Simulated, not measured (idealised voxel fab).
Process module name: voxel self aligned vias
Displayed cross-section: cut, width of 245 nm, square cells sized 5 nm.
This document writes a cross-section as a grid whose cells are square, and gives it as bands, listed from the top down; one or more rows of cells form a band.
The entry gives the band's vertical extent as a top height and a bottom height in nm, then its horizontal make-up as materials from left to right, each with a width in nm. "air" stands for empty space; a single material marked "everywhere" fills the band edge to edge.
Where do heights start? At 0: under that level the wafer as delivered is made of one material only. And the lowest band has no floor; it just carries on downward, as in "0 -> down".
Think of "30..40" as a width that walks from the first number to the second as you go down the band, top row to bottom row, taking equal-sized steps from row to row.
It should be understood that the words "no alteration", when stated for a given step, signify that the cross-section underwent no change in any of its cells during that step.
The label "Unvented cavities" introduces a list of the empty spaces, 8 cells or larger, that have no open way up to the top; each entry in it reads width x height at distance, where the distance is taken from the left edge and all three are stated in nm.
On each step's line, the part that comes after the settings is the simulator's own comment on the step.
overlay nm: right-of-plan distance of the mask on a masked step; negative values mean left-of-plan.

-- plan
step 1: op RECEIVE | material Si
step 2: op CONFORMAL_DEP | material SiO2 | thk nm 10
step 3: op CONFORMAL_DEP | material SiCN | thk nm 5
step 4: op DIRECTIONAL_DEP | material lowk | thk nm 25
step 5: op DIRECTIONAL_DEP | material aC | thk nm 15
step 6: op PATTERN | tone open | mask id LINES | material resist | width nm 25 | pitch nm 60 | thk nm 35 | overlay nm 0
step 7: op DIRECTIONAL_ETCH | etch materials aC | depth nm 15
step 8: op STRIP | etch materials resist
step 9: op DIRECTIONAL_ETCH | etch materials lowk | depth nm 25
step 10: op STRIP | etch materials aC
step 11: op CONFORMAL_DEP | material TiN | thk nm 5
step 12: op FILL_DEP | material W | thk nm 5
step 13: op CMP | height nm 40
step 14: op SELECTIVE_ETCH | etch materials W Ru TiN | depth nm 5
step 15: op FILL_DEP | material SiN | thk nm 10
step 16: op CMP | height nm 40
step 17: op DIRECTIONAL_DEP | material lowk | thk nm 20
step 18: op DIRECTIONAL_DEP | material aC | thk nm 10
step 19: op PATTERN | tone open | mask id VIAS | material resist | width nm 35 | pitch nm 60 | thk nm 25 | overlay nm 0
step 20: op DIRECTIONAL_ETCH | etch materials aC | depth nm 10
step 21: op STRIP | etch materials resist
step 22: op DIRECTIONAL_ETCH | etch materials lowk | depth nm 20
step 23: op DIRECTIONAL_ETCH | etch materials SiN | depth nm 5
step 24: op STRIP | etch materials aC
step 25: op CONFORMAL_DEP | material TiN | thk nm 5
step 26: op FILL_DEP | material Ru | thk nm 10
step 27: op CMP | height nm 60
step 28: op CONFORMAL_DEP | material SiN | thk nm 5

-- as received, after step 1
> 0 -> down = Si everywhere
> Unvented cavities: none

-- Here's the wafer cut in cross-section after the module, started and planned just like above, except one thing was done wrong in the run
> 65 -> 60 = SiN everywhere
> 60 -> 45 = 75 lowk, then 5 TiN, then 25 Ru, then 5 TiN, then 25 lowk, then 5 TiN, then 25 Ru, then 5 TiN, then 75 lowk
> 45 -> 40 = 75 lowk, then 35 TiN, then 25 lowk, then 35 TiN, then 75 lowk
> 40 -> 20 = 80 lowk, then 5 TiN, then 15 SiCN, then 5 TiN, then 35 lowk, then 5 TiN, then 15 SiCN, then 5 TiN, then 80 lowk
> 20 -> 15 = 80 lowk, then 25 TiN, then 35 lowk, then 25 TiN, then 80 lowk
> 15 -> 10 = SiCN everywhere
> 10 -> 0 = SiO2 everywhere
> 0 -> down = Si everywhere
> Unvented cavities: none
Against the plan, the run slipped here: step 12 ran with different settings than intended, the actual operation and settings being op FILL_DEP | material SiCN | thk nm 5
